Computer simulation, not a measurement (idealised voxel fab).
The name of this process module is voxel air gaps.
Cross-sectional view cut (width: 220 nm; square cell size: 5 nm).
If you're reading a cross-section in this doc, picture square cells in a grid; it comes to you as bands, top ones listed first down to the bottom, and a band can be one or more rows of cells.
What a band's entry tells you: where the top is and where the bottom is, as heights in nm, and after that what lies inside, material by material from left to right, each with its width in nm. Empty space is written as the word "empty", and a single material marked with the word "all across" occupies the band from edge to edge.
Ref level 0: as-received wafer is one material below here. Bottom band extends down with no lower bound ("0 nm and below").
A width such as "30..40" changes by the same amount from each row of cells to the next, from the band's top row to its bottom row.
Take "remains unaltered" at face value: in the step it is given for, the cross-section changed in none of its cells.
In the "Enclosed internal cavities" entry, you get each enclosed empty space of 8 cells or more, one with no open way to the top, written width x height at distance, distance from the left edge, in nm.
What comes after the settings on a step's line is commentary from the simulator itself on that step.
Regarding "overlay nm": on a step with a mask, it is the distance the mask lay to the right of its planned place; a negative value places it to the left.
Every pair from here on: before one process step, after it. The after cross-section reaches only to the lowest band that changed. Below the pair: the step in between and its settings. Pairs can belong to different runs of this module on the same starting wafer; a pair carries on from the pair above only if the entry headed "Pre-step profile" says so.

-- Pre-step profile
> 100 nm to 70 nm = resist=35 | empty=20 | resist=30 | empty=20 | resist=30 | empty=20 | resist=30 | empty=20 | resist=15
> 70 nm to 55 nm = aC all across
> 55 nm to 20 nm = SiO2 all across
> 20 nm to 15 nm = SiN all across
> 15 nm to 0 nm = SiO2 all across
> 0 nm and below = Si all across
> Enclosed internal cavities: none

-- Post-Step Geometry
> 85 nm to 70 nm = resist=35 | empty=20 | resist=30 | empty=20 | resist=30 | empty=20 | resist=30 | empty=20 | resist=15
> 70 nm to 55 nm = aC=35 | empty=20 | aC=30 | empty=20 | aC=30 | empty=20 | aC=30 | empty=20 | aC=15
> For the remainder of the cross-section, below 55, there is no change.
> Enclosed internal cavities: none
Name the step between the before and after sections above: DIRECTIONAL_ETCH [etch materials aC] [depth nm 15]

Pre-step profile: The pre-step condition corresponds to the post-step cross-section depicted in the pair directly above.

-- Post-Step Geometry
> 70 nm to 55 nm = aC=35 | empty=20 | aC=30 | empty=20 | aC=30 | empty=20 | aC=30 | empty=20 | aC=15
> For the remainder of the cross-section, below 55, there is no change.
> Enclosed internal cavities: none
Name the step between the before and after sections above: STRIP [etch materials resist]

Pre-step profile: The pre-step condition corresponds to the post-step cross-section depicted in the pair directly above.

-- Post-Step Geometry
> 70 nm to 55 nm = aC=35 | empty=20 | aC=30 | empty=20 | aC=30 | empty=20 | aC=30 | empty=20 | aC=15
> 55 nm to 20 nm = SiO2=35 | empty=20 | SiO2=30 | empty=20 | SiO2=30 | empty=20 | SiO2=30 | empty=20 | SiO2=15
> For the remainder of the cross-section, below 20, there is no change.
> Enclosed internal cavities: none
Name the step between the before and after sections above: DIRECTIONAL_ETCH [etch materials SiO2] [depth nm 35]

Pre-step profile: The pre-step condition corresponds to the post-step cross-section depicted in the pair directly above.

-- Post-Step Geometry
> 55 nm to 20 nm = SiO2=35 | empty=20 | SiO2=30 | empty=20 | SiO2=30 | empty=20 | SiO2=30 | empty=20 | SiO2=15
> For the remainder of the cross-section, below 20, there is no change.
> Enclosed internal cavities: none
Name the step between the before and after sections above: STRIP [etch materials aC]

Pre-step profile: The pre-step condition corresponds to the post-step cross-section depicted in the pair directly above.

-- Post-Step Geometry
> 60 nm to 55 nm = TiN=40 | empty=10 | TiN=40 | empty=10 | TiN=40 | empty=10 | TiN=40 | empty=10 | TiN=20
> 55 nm to 25 nm = SiO2=35 | TiN=5 | empty=10 | TiN=5 | SiO2=30 | TiN=5 | empty=10 | TiN=5 | SiO2=30 | TiN=5 | empty=10 | TiN=5 | SiO2=30 | TiN=5 | empty=10 | TiN=5 | SiO2=15
> 25 nm to 20 nm = SiO2=35 | TiN=20 | SiO2=30 | TiN=20 | SiO2=30 | TiN=20 | SiO2=30 | TiN=20 | SiO2=15
> For the remainder of the cross-section, below 20, there is no change.
> Enclosed internal cavities: none
Name the step between the before and after sections above: CONFORMAL_DEP [material TiN] [thk nm 5]

Pre-step profile: The pre-step condition corresponds to the post-step cross-section depicted in the pair directly above.

-- Post-Step Geometry
> 70 nm to 60 nm = W all across
> 60 nm to 55 nm = TiN=40 | W=10 | TiN=40 | W=10 | TiN=40 | W=10 | TiN=40 | W=10 | TiN=20
> 55 nm to 25 nm = SiO2=35 | TiN=5 | W=10 | TiN=5 | SiO2=30 | TiN=5 | W=10 | TiN=5 | SiO2=30 | TiN=5 | W=10 | TiN=5 | SiO2=30 | TiN=5 | W=10 | TiN=5 | SiO2=15
> For the remainder of the cross-section, below 25, there is no change.
> Enclosed internal cavities: none
Name the step between the before and after sections above: FILL_DEP [material W] [thk nm 10]

Pre-step profile: The pre-step condition corresponds to the post-step cross-section depicted in the pair directly above.

-- Post-Step Geometry
> 55 nm to 25 nm = SiO2=35 | TiN=5 | W=10 | TiN=5 | SiO2=30 | TiN=5 | W=10 | TiN=5 | SiO2=30 | TiN=5 | W=10 | TiN=5 | SiO2=30 | TiN=5 | W=10 | TiN=5 | SiO2=15
> For the remainder of the cross-section, below 25, there is no change.
> Enclosed internal cavities: none
Name the step between the before and after sections above: CMP [height nm 55]

Pre-step profile: The pre-step condition corresponds to the post-step cross-section depicted in the pair directly above.

-- Post-Step Geometry
> 65 nm to 55 nm = empty=25 | Ru=40 | empty=10 | Ru=40 | empty=10 | Ru=40 | empty=10 | Ru=40 | empty=5
> For the remainder of the cross-section, below 55, there is no change.
> Enclosed internal cavities: none
Name the step between the before and after sections above: EPI [material Ru] [thk nm 10]

Pre-step profile: The pre-step condition corresponds to the post-step cross-section depicted in the pair directly above.

-- Post-Step Geometry
> 65 nm to 55 nm = empty=25 | Ru=40 | empty=10 | Ru=40 | empty=10 | Ru=40 | empty=10 | Ru=40 | empty=5
> 55 nm to 25 nm = empty=35 | TiN=5 | W=10 | TiN=5 | empty=30 | TiN=5 | W=10 | TiN=5 | empty=30 | TiN=5 | W=10 | TiN=5 | empty=30 | TiN=5 | W=10 | TiN=5 | empty=15
> 25 nm to 20 nm = empty=35 | TiN=20 | empty=30 | TiN=20 | empty=30 | TiN=20 | empty=30 | TiN=20 | empty=15
> For the remainder of the cross-section, below 20, there is no change.
> Enclosed internal cavities: none
Name the step between the before and after sections above: SELECTIVE_ETCH [etch materials SiO2] [depth nm 45]

Pre-step profile: The pre-step condition corresponds to the post-step cross-section depicted in the pair directly above.

-- Post-Step Geometry
> 70 nm to 65 nm = empty=20 | SiCN=200
> 65 nm to 55 nm = empty=20 | SiCN=5 | Ru=40 | SiCN=10 | Ru=40 | SiCN=10 | Ru=40 | SiCN=10 | Ru=40 | SiCN=5
> 55 nm to 50 nm = empty=20 | SiCN=15 | TiN=5 | W=10 | TiN=5 | SiCN=30 | TiN=5 | W=10 | TiN=5 | SiCN=30 | TiN=5 | W=10 | TiN=5 | SiCN=30 | TiN=5 | W=10 | TiN=5 | SiCN=15
> 50 nm to 25 nm = empty=30 | SiCN=5 | TiN=5 | W=10 | TiN=5 | SiCN=5 | empty=20 | SiCN=5 | TiN=5 | W=10 | TiN=5 | SiCN=5 | empty=20 | SiCN=5 | TiN=5 | W=10 | TiN=5 | SiCN=5 | empty=20 | SiCN=5 | TiN=5 | W=10 | TiN=5 | SiCN=5 | empty=10
> 25 nm to 20 nm = SiCN=35 | TiN=20 | SiCN=30 | TiN=20 | SiCN=30 | TiN=20 | SiCN=30 | TiN=20 | SiCN=15
> For the remainder of the cross-section, below 20, there is no change.
> Enclosed internal cavities: 20 x 25 at 60; 20 x 25 at 110; 20 x 25 at 160; 10 x 25 at 210
Name the step between the before and after sections above: CONFORMAL_DEP [material SiCN] [thk nm 5]

-- Pre-step profile
> 65 nm to 55 nm = empty=15 | Ru=40 | empty=10 | Ru=40 | empty=10 | Ru=40 | empty=10 | Ru=40 | empty=15
> 55 nm to 25 nm = empty=25 | TiN=5 | W=10 | TiN=5 | empty=30 | TiN=5 | W=10 | TiN=5 | empty=30 | TiN=5 | W=10 | TiN=5 | empty=30 | TiN=5 | W=10 | TiN=5 | empty=25
> 25 nm to 20 nm = empty=25 | TiN=20 | empty=30 | TiN=20 | empty=30 | TiN=20 | empty=30 | TiN=20 | empty=25
> 20 nm to 15 nm = SiN all across
> 15 nm to 0 nm = SiO2 all across
> 0 nm and below = Si all across
> Enclosed internal cavities: none

-- Post-Step Geometry
> 70 nm to 65 nm = empty=10 | SiO2=200 | empty=10
> 65 nm to 55 nm = empty=10 | SiO2=5 | Ru=40 | SiO2=10 | Ru=40 | SiO2=10 | Ru=40 | SiO2=10 | Ru=40 | SiO2=5 | empty=10
> 55 nm to 50 nm = empty=10 | SiO2=15 | TiN=5 | W=10 | TiN=5 | SiO2=30 | TiN=5 | W=10 | TiN=5 | SiO2=30 | TiN=5 | W=10 | TiN=5 | SiO2=30 | TiN=5 | W=10 | TiN=5 | SiO2=15 | empty=10
> 50 nm to 25 nm = empty=20 | SiO2=5 | TiN=5 | W=10 | TiN=5 | SiO2=5 | empty=20 | SiO2=5 | TiN=5 | W=10 | TiN=5 | SiO2=5 | empty=20 | SiO2=5 | TiN=5 | W=10 | TiN=5 | SiO2=5 | empty=20 | SiO2=5 | TiN=5 | W=10 | TiN=5 | SiO2=5 | empty=20
> 25 nm to 20 nm = SiO2=25 | TiN=20 | SiO2=30 | TiN=20 | SiO2=30 | TiN=20 | SiO2=30 | TiN=20 | SiO2=25
> For the remainder of the cross-section, below 20, there is no change.
> Enclosed internal cavities: 20 x 25 at 50; 20 x 25 at 100; 20 x 25 at 150
Name the step between the before and after sections above: CONFORMAL_DEP [material SiO2] [thk nm 5]

-- Pre-step profile
> 70 nm to 55 nm = aC all across
> 55 nm to 20 nm = SiO2 all across
> 20 nm to 15 nm = SiN all across
> 15 nm to 0 nm = SiO2 all across
> 0 nm and below = Si all across
> Enclosed internal cavities: none

-- Post-Step Geometry
> 100 nm to 70 nm = empty=25 | resist=20 | empty=30 | resist=20 | empty=30 | resist=20 | empty=30 | resist=20 | empty=25
> For the remainder of the cross-section, below 70, there is no change.
> Enclosed internal cavities: none
Name the step between the before and after sections above: PATTERN [tone cover] [mask id LINES] [material resist] [width nm 20] [pitch nm 50] [thk nm 30] [overlay nm 0]

Pre-step profile: The pre-step condition corresponds to the post-step cross-section depicted in the pair directly above.

-- Post-Step Geometry
> 85 nm to 70 nm = empty=25 | resist=20 | empty=30 | resist=20 | empty=30 | resist=20 | empty=30 | resist=20 | empty=25
> 70 nm to 55 nm = empty=25 | aC=20 | empty=30 | aC=20 | empty=30 | aC=20 | empty=30 | aC=20 | empty=25
> For the remainder of the cross-section, below 55, there is no change.
> Enclosed internal cavities: none
Name the step between the before and after sections above: DIRECTIONAL_ETCH [etch materials aC] [depth nm 15]

Pre-step profile: The pre-step condition corresponds to the post-step cross-section depicted in the pair directly above.

-- Post-Step Geometry
> 70 nm to 55 nm = empty=25 | aC=20 | empty=30 | aC=20 | empty=30 | aC=20 | empty=30 | aC=20 | empty=25
> For the remainder of the cross-section, below 55, there is no change.
> Enclosed internal cavities: none
Name the step between the before and after sections above: STRIP [etch materials resist]

Pre-step profile: The pre-step condition corresponds to the post-step cross-section depicted in the pair directly above.

-- Post-Step Geometry
> 70 nm to 55 nm = empty=25 | aC=20 | empty=30 | aC=20 | empty=30 | aC=20 | empty=30 | aC=20 | empty=25
> 55 nm to 20 nm = empty=25 | SiO2=20 | empty=30 | SiO2=20 | empty=30 | SiO2=20 | empty=30 | SiO2=20 | empty=25
> For the remainder of the cross-section, below 20, there is no change.
> Enclosed internal cavities: none
Name the step between the before and after sections above: DIRECTIONAL_ETCH [etch materials SiO2] [depth nm 35]

Pre-step profile: The pre-step condition corresponds to the post-step cross-section depicted in the pair directly above.

-- Post-Step Geometry
> 55 nm to 20 nm = empty=25 | SiO2=20 | empty=30 | SiO2=20 | empty=30 | SiO2=20 | empty=30 | SiO2=20 | empty=25
> For the remainder of the cross-section, below 20, there is no change.
> Enclosed internal cavities: none
Name the step between the before and after sections above: STRIP [etch materials aC]

Pre-step profile: The pre-step condition corresponds to the post-step cross-section depicted in the pair directly above.

-- Post-Step Geometry
> 60 nm to 55 nm = empty=20 | TiN=30 | empty=20 | TiN=30 | empty=20 | TiN=30 | empty=20 | TiN=30 | empty=20
> 55 nm to 25 nm = empty=20 | TiN=5 | SiO2=20 | TiN=5 | empty=20 | TiN=5 | SiO2=20 | TiN=5 | empty=20 | TiN=5 | SiO2=20 | TiN=5 | empty=20 | TiN=5 | SiO2=20 | TiN=5 | empty=20
> 25 nm to 20 nm = TiN=25 | SiO2=20 | TiN=30 | SiO2=20 | TiN=30 | SiO2=20 | TiN=30 | SiO2=20 | TiN=25
> For the remainder of the cross-section, below 20, there is no change.
> Enclosed internal cavities: none
Name the step between the before and after sections above: CONFORMAL_DEP [material TiN] [thk nm 5]

Pre-step profile: The pre-step condition corresponds to the post-step cross-section depicted in the pair directly above.

-- Post-Step Geometry
> 70 nm to 60 nm = W all across
> 60 nm to 55 nm = W=20 | TiN=30 | W=20 | TiN=30 | W=20 | TiN=30 | W=20 | TiN=30 | W=20
> 55 nm to 25 nm = W=20 | TiN=5 | SiO2=20 | TiN=5 | W=20 | TiN=5 | SiO2=20 | TiN=5 | W=20 | TiN=5 | SiO2=20 | TiN=5 | W=20 | TiN=5 | SiO2=20 | TiN=5 | W=20
> For the remainder of the cross-section, below 25, there is no change.
> Enclosed internal cavities: none
Name the step between the before and after sections above: FILL_DEP [material W] [thk nm 10]

Pre-step profile: The pre-step condition corresponds to the post-step cross-section depicted in the pair directly above.

-- Post-Step Geometry
> 55 nm to 25 nm = W=20 | TiN=5 | SiO2=20 | TiN=5 | W=20 | TiN=5 | SiO2=20 | TiN=5 | W=20 | TiN=5 | SiO2=20 | TiN=5 | W=20 | TiN=5 | SiO2=20 | TiN=5 | W=20
> For the remainder of the cross-section, below 25, there is no change.
> Enclosed internal cavities: none
Name the step between the before and after sections above: CMP [height nm 55]

Pre-step profile: The pre-step condition corresponds to the post-step cross-section depicted in the pair directly above.

-- Post-Step Geometry
> 65 nm to 55 nm = Ru all across
> For the remainder of the cross-section, below 55, there is no change.
> Enclosed internal cavities: none
Name the step between the before and after sections above: EPI [material Ru] [thk nm 10]

Pre-step profile: The pre-step condition corresponds to the post-step cross-section depicted in the pair directly above.

-- Post-Step Geometry
> 70 nm to 65 nm = SiCN all across
> For the remainder of the cross-section, below 65, there is no change.
> Enclosed internal cavities: none
Name the step between the before and after sections above: CONFORMAL_DEP [material SiCN] [thk nm 5]
